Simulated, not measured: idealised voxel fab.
You're looking at the process module voxel transistor to metal.
Square cells of 5 nm make up the cross-section cut, whose width is 165 nm.
If you're reading a cross-section in this doc, picture square cells in a grid; it comes to you as bands, top ones listed first down to the bottom, and a band can be one or more rows of cells.
Top, bottom (nm), then materials left to right with widths (nm); lone material tagged "throughout" fills the whole band edge to edge; "empty" = empty space.
The reference from which all heights are counted is 0, the level beneath which the as-received wafer is entirely one material; the lowest band, having no lower bound, proceeds downward and is written after the example "0 nm and below".
Read "30->40" as a graded width: first number on top, second number at the bottom, same change between each pair of neighbouring rows.
What does "no modification" mean for a step? It means no cell of the cross-section changed in that step.
Listed in "closed voids": every empty space of 8 or more cells without an open way to the top. Form: width x height at distance, the distance being from the left edge, all in nm.
Post-settings text on a step line: simulator's own remark regarding the step.
You can add "overlay nm" to a step's line. For a step with a mask, it describes how far the mask lay to the right of its planned position, and a negative number describes a lay to the left.
Process steps foreseen in the plan:
1,RECEIVE with material Si
2,OXIDIZE with depth nm 5
3,CONFORMAL_DEP with material SiN, thk nm 10
4,MASKED_ETCH with tone cover, mask id ACTIVE, width nm 115, etch materials SiN, depth nm 10, overlay nm 0
5,MASKED_ETCH with tone cover, mask id ACTIVE, width nm 115, etch materials SiO2, depth nm 5, overlay nm 0
6,MASKED_ETCH with tone cover, mask id ACTIVE, width nm 115, etch materials Si, depth nm 35, overlay nm 0
7,OXIDIZE with depth nm 5
8,FILL_DEP with material SiO2, thk nm 15
9,CMP with height nm 10
10,SELECTIVE_ETCH with etch materials SiO2, depth nm 10
11,STRIP with etch materials SiN
12,SELECTIVE_ETCH with etch materials SiO2, depth nm 5
13,OXIDIZE with depth nm 5
14,DIRECTIONAL_DEP with material polySi, thk nm 25
15,DIRECTIONAL_DEP with material SiCN, thk nm 10
16,MASKED_ETCH with tone cover, mask id GATE, width nm 35, etch materials SiCN, depth nm 20, overlay nm 0
17,MASKED_ETCH with tone cover, mask id GATE, width nm 35, etch materials polySi, depth nm 35, overlay nm 0
18,CONFORMAL_DEP with material SiN, thk nm 10
19,DIRECTIONAL_ETCH with etch materials SiN, depth nm 10
20,DIRECTIONAL_ETCH with etch materials SiO2, depth nm 5
21,DIRECTIONAL_ETCH with etch materials Si, depth nm 5
22,EPI with material SiGe, thk nm 5
23,FILL_DEP with material SiO2, thk nm 10
24,CMP with height nm 20
25,STRIP with etch materials polySi
26,SELECTIVE_ETCH with etch materials SiO2, depth nm 5
27,CONFORMAL_DEP with material HfO2, thk nm 5
28,CONFORMAL_DEP with material TiN, thk nm 5
29,FILL_DEP with material W, thk nm 5
30,CMP with height nm 15
31,DIRECTIONAL_DEP with material SiO2, thk nm 10
32,DIRECTIONAL_DEP with material aC, thk nm 10
33,PATTERN with tone open, mask id CONTACT, material resist, width nm 20, pitch nm 85, thk nm 30, overlay nm 0
34,DIRECTIONAL_ETCH with etch materials aC, depth nm 10
35,STRIP with etch materials resist
36,DIRECTIONAL_ETCH with etch materials SiO2, depth nm 35
37,STRIP with etch materials aC
38,CONFORMAL_DEP with material TiN, thk nm 5
39,FILL_DEP with material W, thk nm 5
40,CMP with height nm 25
41,DIRECTIONAL_DEP with material TiN, thk nm 5
42,DIRECTIONAL_DEP with material W, thk nm 25
43,MASKED_ETCH with tone cover, mask id METAL_1, width nm 20, pitch nm 85, etch materials W, depth nm 25, overlay nm 0
44,MASKED_ETCH with tone cover, mask id METAL_1, width nm 20, pitch nm 85, etch materials TiN, depth nm 5, overlay nm 0
45,CONFORMAL_DEP with material SiN, thk nm 5
46,FILL_DEP with material lowk, thk nm 5
47,CMP with height nm 55
48,CONFORMAL_DEP with material SiCN, thk nm 5
First of two wafers - as planned:
Step 1 complete: cross-section of the wafer as received:
  0 nm and below: Si throughout
  closed voids: none
So this is the wafer cross-section right after step 2:
  0 nm to -5 nm: SiO2 throughout
  All layers under -5 are left as they were.
So this is the wafer cross-section right after step 3:
  10 nm to 0 nm: SiN throughout
  All layers under 0 are left as they were.
So this is the wafer cross-section right after step 4:
  10 nm to 0 nm: 25 of empty  115 of SiN  25 of empty
  All layers under 0 are left as they were.
So this is the wafer cross-section right after step 5:
  10 nm to 0 nm: 25 of empty  115 of SiN  25 of empty
  0 nm to -5 nm: 25 of empty  115 of SiO2  25 of empty
  All layers under -5 are left as they were.
So this is the wafer cross-section right after step 6:
  10 nm to 0 nm: 25 of empty  115 of SiN  25 of empty
  0 nm to -5 nm: 25 of empty  115 of SiO2  25 of empty
  -5 nm to -40 nm: 25 of empty  115 of Si  25 of empty
  All layers under -40 are left as they were.
So this is the wafer cross-section right after step 7:
  10 nm to 0 nm: 25 of empty  115 of SiN  25 of empty
  0 nm to -5 nm: 25 of empty  115 of SiO2  25 of empty
  -5 nm to -40 nm: 25 of empty  5 of SiO2  105 of Si  5 of SiO2  25 of empty
  -40 nm to -45 nm: 30 of SiO2  105 of Si  30 of SiO2
  All layers under -45 are left as they were.
So this is the wafer cross-section right after step 8:
  25 nm to 10 nm: SiO2 throughout
  10 nm to 0 nm: 25 of SiO2  115 of SiN  25 of SiO2
  0 nm to -5 nm: SiO2 throughout
  -5 nm to -45 nm: 30 of SiO2  105 of Si  30 of SiO2
  All layers under -45 are left as they were.
So this is the wafer cross-section right after step 9:
  10 nm to 0 nm: 25 of SiO2  115 of SiN  25 of SiO2
  All layers under 0 are left as they were.
So this is the wafer cross-section right after step 10:
  10 nm to 0 nm: 25 of empty  115 of SiN  25 of empty
  All layers under 0 are left as they were.
So this is the wafer cross-section right after step 11:
  0 nm to -5 nm: SiO2 throughout
  All layers under -5 are left as they were.
So this is the wafer cross-section right after step 12:
  -5 nm to -45 nm: 30 of SiO2  105 of Si  30 of SiO2
  All layers under -45 are left as they were.
So this is the wafer cross-section right after step 13:
  -5 nm to -10 nm: SiO2 throughout
  All layers under -10 are left as they were.
So this is the wafer cross-section right after step 14:
  20 nm to -5 nm: polySi throughout
  All layers under -5 are left as they were.
So this is the wafer cross-section right after step 15:
  30 nm to 20 nm: SiCN throughout
  All layers under 20 are left as they were.
So this is the wafer cross-section right after step 16:
  30 nm to 20 nm: 65 of empty  35 of SiCN  65 of empty
  All layers under 20 are left as they were.
So this is the wafer cross-section right after step 17:
  30 nm to 20 nm: 65 of empty  35 of SiCN  65 of empty
  20 nm to -5 nm: 65 of empty  35 of polySi  65 of empty
  All layers under -5 are left as they were.
So this is the wafer cross-section right after step 18:
  40 nm to 30 nm: 55 of empty  55 of SiN  55 of empty
  30 nm to 20 nm: 55 of empty  10 of SiN  35 of SiCN  10 of SiN  55 of empty
  20 nm to 5 nm: 55 of empty  10 of SiN  35 of polySi  10 of SiN  55 of empty
  5 nm to -5 nm: 65 of SiN  35 of polySi  65 of SiN
  All layers under -5 are left as they were.
So this is the wafer cross-section right after step 19:
  30 nm to 20 nm: 55 of empty  10 of SiN  35 of SiCN  10 of SiN  55 of empty
  20 nm to -5 nm: 55 of empty  10 of SiN  35 of polySi  10 of SiN  55 of empty
  All layers under -5 are left as they were.
So this is the wafer cross-section right after step 20:
  30 nm to 20 nm: 55 of empty  10 of SiN  35 of SiCN  10 of SiN  55 of empty
  20 nm to -5 nm: 55 of empty  10 of SiN  35 of polySi  10 of SiN  55 of empty
  -5 nm to -10 nm: 55 of empty  55 of SiO2  55 of empty
  All layers under -10 are left as they were.
So this is the wafer cross-section right after step 21:
  30 nm to 20 nm: 55 of empty  10 of SiN  35 of SiCN  10 of SiN  55 of empty
  20 nm to -5 nm: 55 of empty  10 of SiN  35 of polySi  10 of SiN  55 of empty
  -5 nm to -10 nm: 55 of empty  55 of SiO2  55 of empty
  -10 nm to -15 nm: 30 of SiO2  25 of empty  55 of Si  25 of empty  30 of SiO2
  All layers under -15 are left as they were.
So this is the wafer cross-section right after step 22:
  30 nm to 20 nm: 55 of empty  10 of SiN  35 of SiCN  10 of SiN  55 of empty
  20 nm to -5 nm: 55 of empty  10 of SiN  35 of polySi  10 of SiN  55 of empty
  -5 nm to -10 nm: 50 of empty  5 of SiGe  55 of SiO2  5 of SiGe  50 of empty
  -10 nm to -15 nm: 30 of SiO2  25 of SiGe  55 of Si  25 of SiGe  30 of SiO2
  All layers under -15 are left as they were.
So this is the wafer cross-section right after step 23:
  40 nm to 30 nm: SiO2 throughout
  30 nm to 20 nm: 55 of SiO2  10 of SiN  35 of SiCN  10 of SiN  55 of SiO2
  20 nm to -5 nm: 55 of SiO2  10 of SiN  35 of polySi  10 of SiN  55 of SiO2
  -5 nm to -10 nm: 50 of SiO2  5 of SiGe  55 of SiO2  5 of SiGe  50 of SiO2
  All layers under -10 are left as they were.
So this is the wafer cross-section right after step 24:
  20 nm to -5 nm: 55 of SiO2  10 of SiN  35 of polySi  10 of SiN  55 of SiO2
  All layers under -5 are left as they were.
So this is the wafer cross-section right after step 25:
  20 nm to -5 nm: 55 of SiO2  10 of SiN  35 of empty  10 of SiN  55 of SiO2
  All layers under -5 are left as they were.
So this is the wafer cross-section right after step 26:
  20 nm to 15 nm: 55 of empty  10 of SiN  35 of empty  10 of SiN  55 of empty
  15 nm to -5 nm: 55 of SiO2  10 of SiN  35 of empty  10 of SiN  55 of SiO2
  -5 nm to -10 nm: 50 of SiO2  5 of SiGe  5 of SiO2  45 of empty  5 of SiO2  5 of SiGe  50 of SiO2
  All layers under -10 are left as they were.
So this is the wafer cross-section right after step 27:
  25 nm to 20 nm: 50 of empty  20 of HfO2  25 of empty  20 of HfO2  50 of empty
  20 nm to 15 nm: 55 of HfO2  10 of SiN  5 of HfO2  25 of empty  5 of HfO2  10 of SiN  55 of HfO2
  15 nm to -5 nm: 55 of SiO2  10 of SiN  5 of HfO2  25 of empty  5 of HfO2  10 of SiN  55 of SiO2
  -5 nm to -10 nm: 50 of SiO2  5 of SiGe  5 of SiO2  45 of HfO2  5 of SiO2  5 of SiGe  50 of SiO2
  All layers under -10 are left as they were.
So this is the wafer cross-section right after step 28:
  30 nm to 25 nm: 45 of empty  30 of TiN  15 of empty  30 of TiN  45 of empty
  25 nm to 20 nm: 50 of TiN  20 of HfO2  5 of TiN  15 of empty  5 of TiN  20 of HfO2  50 of TiN
  20 nm to 15 nm: 55 of HfO2  10 of SiN  5 of HfO2  5 of TiN  15 of empty  5 of TiN  5 of HfO2  10 of SiN  55 of HfO2
  15 nm to 0 nm: 55 of SiO2  10 of SiN  5 of HfO2  5 of TiN  15 of empty  5 of TiN  5 of HfO2  10 of SiN  55 of SiO2
  0 nm to -5 nm: 55 of SiO2  10 of SiN  5 of HfO2  25 of TiN  5 of HfO2  10 of SiN  55 of SiO2
  All layers under -5 are left as they were.
So this is the wafer cross-section right after step 29:
  35 nm to 30 nm: W throughout
  30 nm to 25 nm: 45 of W  30 of TiN  15 of W  30 of TiN  45 of W
  25 nm to 20 nm: 50 of TiN  20 of HfO2  5 of TiN  15 of W  5 of TiN  20 of HfO2  50 of TiN
  20 nm to 15 nm: 55 of HfO2  10 of SiN  5 of HfO2  5 of TiN  15 of W  5 of TiN  5 of HfO2  10 of SiN  55 of HfO2
  15 nm to 0 nm: 55 of SiO2  10 of SiN  5 of HfO2  5 of TiN  15 of W  5 of TiN  5 of HfO2  10 of SiN  55 of SiO2
  All layers under 0 are left as they were.
So this is the wafer cross-section right after step 30:
  15 nm to 0 nm: 55 of SiO2  10 of SiN  5 of HfO2  5 of TiN  15 of W  5 of TiN  5 of HfO2  10 of SiN  55 of SiO2
  All layers under 0 are left as they were.
So this is the wafer cross-section right after step 31:
  25 nm to 15 nm: SiO2 throughout
  All layers under 15 are left as they were.
So this is the wafer cross-section right after step 32:
  35 nm to 25 nm: aC throughout
  All layers under 25 are left as they were.
So this is the wafer cross-section right after step 33:
  65 nm to 35 nm: 30 of resist  20 of empty  65 of resist  20 of empty  30 of resist
  All layers under 35 are left as they were.
So this is the wafer cross-section right after step 34:
  55 nm to 35 nm: 30 of resist  20 of empty  65 of resist  20 of empty  30 of resist
  35 nm to 25 nm: 30 of aC  20 of empty  65 of aC  20 of empty  30 of aC
  All layers under 25 are left as they were.
So this is the wafer cross-section right after step 35:
  35 nm to 25 nm: 30 of aC  20 of empty  65 of aC  20 of empty  30 of aC
  All layers under 25 are left as they were.
So this is the wafer cross-section right after step 36:
  35 nm to 25 nm: 30 of aC  20 of empty  65 of aC  20 of empty  30 of aC
  25 nm to 15 nm: 30 of SiO2  20 of empty  65 of SiO2  20 of empty  30 of SiO2
  15 nm to 0 nm: 30 of SiO2  20 of empty  5 of SiO2  10 of SiN  5 of HfO2  5 of TiN  15 of W  5 of TiN  5 of HfO2  10 of SiN  5 of SiO2  20 of empty  30 of SiO2
  0 nm to -5 nm: 30 of SiO2  20 of empty  5 of SiO2  10 of SiN  5 of HfO2  25 of TiN  5 of HfO2  10 of SiN  5 of SiO2  20 of empty  30 of SiO2
  -5 nm to -10 nm: 30 of SiO2  20 of empty  5 of SiGe  5 of SiO2  45 of HfO2  5 of SiO2  5 of SiGe  20 of empty  30 of SiO2
  All layers under -10 are left as they were.
So this is the wafer cross-section right after step 37:
  25 nm to 15 nm: 30 of SiO2  20 of empty  65 of SiO2  20 of empty  30 of SiO2
  All layers under 15 are left as they were.
So this is the wafer cross-section right after step 38:
  30 nm to 25 nm: 35 of TiN  10 of empty  75 of TiN  10 of empty  35 of TiN
  25 nm to 15 nm: 30 of SiO2  5 of TiN  10 of empty  5 of TiN  65 of SiO2  5 of TiN  10 of empty  5 of TiN  30 of SiO2
  15 nm to 0 nm: 30 of SiO2  5 of TiN  10 of empty  5 of TiN  5 of SiO2  10 of SiN  5 of HfO2  5 of TiN  15 of W  5 of TiN  5 of HfO2  10 of SiN  5 of SiO2  5 of TiN  10 of empty  5 of TiN  30 of SiO2
  0 nm to -5 nm: 30 of SiO2  5 of TiN  10 of empty  5 of TiN  5 of SiO2  10 of SiN  5 of HfO2  25 of TiN  5 of HfO2  10 of SiN  5 of SiO2  5 of TiN  10 of empty  5 of TiN  30 of SiO2
  -5 nm to -10 nm: 30 of SiO2  20 of TiN  5 of SiGe  5 of SiO2  45 of HfO2  5 of SiO2  5 of SiGe  20 of TiN  30 of SiO2
  All layers under -10 are left as they were.
So this is the wafer cross-section right after step 39:
  35 nm to 30 nm: W throughout
  30 nm to 25 nm: 35 of TiN  10 of W  75 of TiN  10 of W  35 of TiN
  25 nm to 15 nm: 30 of SiO2  5 of TiN  10 of W  5 of TiN  65 of SiO2  5 of TiN  10 of W  5 of TiN  30 of SiO2
  15 nm to 0 nm: 30 of SiO2  5 of TiN  10 of W  5 of TiN  5 of SiO2  10 of SiN  5 of HfO2  5 of TiN  15 of W  5 of TiN  5 of HfO2  10 of SiN  5 of SiO2  5 of TiN  10 of W  5 of TiN  30 of SiO2
  0 nm to -5 nm: 30 of SiO2  5 of TiN  10 of W  5 of TiN  5 of SiO2  10 of SiN  5 of HfO2  25 of TiN  5 of HfO2  10 of SiN  5 of SiO2  5 of TiN  10 of W  5 of TiN  30 of SiO2
  All layers under -5 are left as they were.
So this is the wafer cross-section right after step 40:
  25 nm to 15 nm: 30 of SiO2  5 of TiN  10 of W  5 of TiN  65 of SiO2  5 of TiN  10 of W  5 of TiN  30 of SiO2
  All layers under 15 are left as they were.
So this is the wafer cross-section right after step 41:
  30 nm to 25 nm: TiN throughout
  All layers under 25 are left as they were.
So this is the wafer cross-section right after step 42:
  55 nm to 30 nm: W throughout
  All layers under 30 are left as they were.
So this is the wafer cross-section right after step 43:
  55 nm to 30 nm: 30 of empty  20 of W  65 of empty  20 of W  30 of empty
  All layers under 30 are left as they were.
So this is the wafer cross-section right after step 44:
  55 nm to 30 nm: 30 of empty  20 of W  65 of empty  20 of W  30 of empty
  30 nm to 25 nm: 30 of empty  20 of TiN  65 of empty  20 of TiN  30 of empty
  All layers under 25 are left as they were.
So this is the wafer cross-section right after step 45:
  60 nm to 55 nm: 25 of empty  30 of SiN  55 of empty  30 of SiN  25 of empty
  55 nm to 30 nm: 25 of empty  5 of SiN  20 of W  5 of SiN  55 of empty  5 of SiN  20 of W  5 of SiN  25 of empty
  30 nm to 25 nm: 30 of SiN  20 of TiN  65 of SiN  20 of TiN  30 of SiN
  All layers under 25 are left as they were.
So this is the wafer cross-section right after step 46:
  65 nm to 60 nm: lowk throughout
  60 nm to 55 nm: 25 of lowk  30 of SiN  55 of lowk  30 of SiN  25 of lowk
  55 nm to 30 nm: 25 of lowk  5 of SiN  20 of W  5 of SiN  55 of lowk  5 of SiN  20 of W  5 of SiN  25 of lowk
  All layers under 30 are left as they were.
So this is the wafer cross-section right after step 47:
  55 nm to 30 nm: 25 of lowk  5 of SiN  20 of W  5 of SiN  55 of lowk  5 of SiN  20 of W  5 of SiN  25 of lowk
  All layers under 30 are left as they were.
So this is the wafer cross-section right after step 48:
  60 nm to 55 nm: SiCN throughout
  All layers under 55 are left as they were.
Second wafer, same starting state and plan as the first, one mistake in the run, identical through step 32:
Cross-section: second wafer, time at which step 33 was scheduled to end:
  65 nm to 35 nm: 35 of resist  20 of empty  65 of resist  20 of empty  25 of resist
  All layers under 35 are left as they were.
Cross-section: second wafer, time at which step 34 was scheduled to end:
  55 nm to 35 nm: 35 of resist  20 of empty  65 of resist  20 of empty  25 of resist
  35 nm to 25 nm: 35 of aC  20 of empty  65 of aC  20 of empty  25 of aC
  All layers under 25 are left as they were.
Cross-section: second wafer, time at which step 35 was scheduled to end:
  35 nm to 25 nm: 35 of aC  20 of empty  65 of aC  20 of empty  25 of aC
  All layers under 25 are left as they were.
Cross-section: second wafer, time at which step 36 was scheduled to end:
  35 nm to 25 nm: 35 of aC  20 of empty  65 of aC  20 of empty  25 of aC
  25 nm to 15 nm: 35 of SiO2  20 of empty  65 of SiO2  20 of empty  25 of SiO2
  15 nm to 0 nm: 35 of SiO2  20 of empty  10 of SiN  5 of HfO2  5 of TiN  15 of W  5 of TiN  5 of HfO2  10 of SiN  10 of SiO2  20 of empty  25 of SiO2
  0 nm to -5 nm: 35 of SiO2  20 of empty  10 of SiN  5 of HfO2  25 of TiN  5 of HfO2  10 of SiN  10 of SiO2  20 of empty  25 of SiO2
  -5 nm to -10 nm: 35 of SiO2  15 of empty  5 of SiGe  5 of SiO2  45 of HfO2  5 of SiO2  5 of SiGe  5 of SiO2  20 of empty  25 of SiO2
  All layers under -10 are left as they were.
Cross-section: second wafer, time at which step 37 was scheduled to end:
  25 nm to 15 nm: 35 of SiO2  20 of empty  65 of SiO2  20 of empty  25 of SiO2
  All layers under 15 are left as they were.
Cross-section: second wafer, time at which step 38 was scheduled to end:
  30 nm to 25 nm: 40 of TiN  10 of empty  75 of TiN  10 of empty  30 of TiN
  25 nm to 15 nm: 35 of SiO2  5 of TiN  10 of empty  5 of TiN  65 of SiO2  5 of TiN  10 of empty  5 of TiN  25 of SiO2
  15 nm to 0 nm: 35 of SiO2  5 of TiN  10 of empty  5 of TiN  10 of SiN  5 of HfO2  5 of TiN  15 of W  5 of TiN  5 of HfO2  10 of SiN  10 of SiO2  5 of TiN  10 of empty  5 of TiN  25 of SiO2
  0 nm to -5 nm: 35 of SiO2  5 of TiN  5 of empty  10 of TiN  10 of SiN  5 of HfO2  25 of TiN  5 of HfO2  10 of SiN  10 of SiO2  5 of TiN  10 of empty  5 of TiN  25 of SiO2
  -5 nm to -10 nm: 35 of SiO2  15 of TiN  5 of SiGe  5 of SiO2  45 of HfO2  5 of SiO2  5 of SiGe  5 of SiO2  20 of TiN  25 of SiO2
  All layers under -10 are left as they were.
Cross-section: second wafer, time at which step 39 was scheduled to end:
  35 nm to 30 nm: W throughout
  30 nm to 25 nm: 40 of TiN  10 of W  75 of TiN  10 of W  30 of TiN
  25 nm to 15 nm: 35 of SiO2  5 of TiN  10 of W  5 of TiN  65 of SiO2  5 of TiN  10 of W  5 of TiN  25 of SiO2
  15 nm to 0 nm: 35 of SiO2  5 of TiN  10 of W  5 of TiN  10 of SiN  5 of HfO2  5 of TiN  15 of W  5 of TiN  5 of HfO2  10 of SiN  10 of SiO2  5 of TiN  10 of W  5 of TiN  25 of SiO2
  0 nm to -5 nm: 35 of SiO2  5 of TiN  5 of W  10 of TiN  10 of SiN  5 of HfO2  25 of TiN  5 of HfO2  10 of SiN  10 of SiO2  5 of TiN  10 of W  5 of TiN  25 of SiO2
  All layers under -5 are left as they were.
Cross-section: second wafer, time at which step 40 was scheduled to end:
  25 nm to 15 nm: 35 of SiO2  5 of TiN  10 of W  5 of TiN  65 of SiO2  5 of TiN  10 of W  5 of TiN  25 of SiO2
  All layers under 15 are left as they were.
Cross-section: second wafer, time at which step 41 was scheduled to end:
  30 nm to 25 nm: TiN throughout
  All layers under 25 are left as they were.
Cross-section: second wafer, time at which step 42 was scheduled to end:
  55 nm to 30 nm: W throughout
  All layers under 30 are left as they were.
Cross-section: second wafer, time at which step 43 was scheduled to end:
  55 nm to 30 nm: 30 of empty  20 of W  65 of empty  20 of W  30 of empty
  All layers under 30 are left as they were.
Cross-section: second wafer, time at which step 44 was scheduled to end:
  55 nm to 30 nm: 30 of empty  20 of W  65 of empty  20 of W  30 of empty
  30 nm to 25 nm: 30 of empty  20 of TiN  65 of empty  20 of TiN  30 of empty
  All layers under 25 are left as they were.
Cross-section: second wafer, time at which step 45 was scheduled to end:
  60 nm to 55 nm: 25 of empty  30 of SiN  55 of empty  30 of SiN  25 of empty
  55 nm to 30 nm: 25 of empty  5 of SiN  20 of W  5 of SiN  55 of empty  5 of SiN  20 of W  5 of SiN  25 of empty
  30 nm to 25 nm: 30 of SiN  20 of TiN  65 of SiN  20 of TiN  30 of SiN
  All layers under 25 are left as they were.
Cross-section: second wafer, time at which step 46 was scheduled to end:
  65 nm to 60 nm: lowk throughout
  60 nm to 55 nm: 25 of lowk  30 of SiN  55 of lowk  30 of SiN  25 of lowk
  55 nm to 30 nm: 25 of lowk  5 of SiN  20 of W  5 of SiN  55 of lowk  5 of SiN  20 of W  5 of SiN  25 of lowk
  All layers under 30 are left as they were.
Cross-section: second wafer, time at which step 47 was scheduled to end:
  55 nm to 30 nm: 25 of lowk  5 of SiN  20 of W  5 of SiN  55 of lowk  5 of SiN  20 of W  5 of SiN  25 of lowk
  All layers under 30 are left as they were.
Cross-section: second wafer, time at which step 48 was scheduled to end:
  60 nm to 55 nm: SiCN throughout
  All layers under 55 are left as they were.
Deviation noted in wafer processing: step 33 changed vs plan, executed as PATTERN with tone open, mask id CONTACT, material resist, width nm 20, pitch nm 85, thk nm 30, overlay nm 5
at the end the second wafer has, in cells: +1 SiO2, -1 W
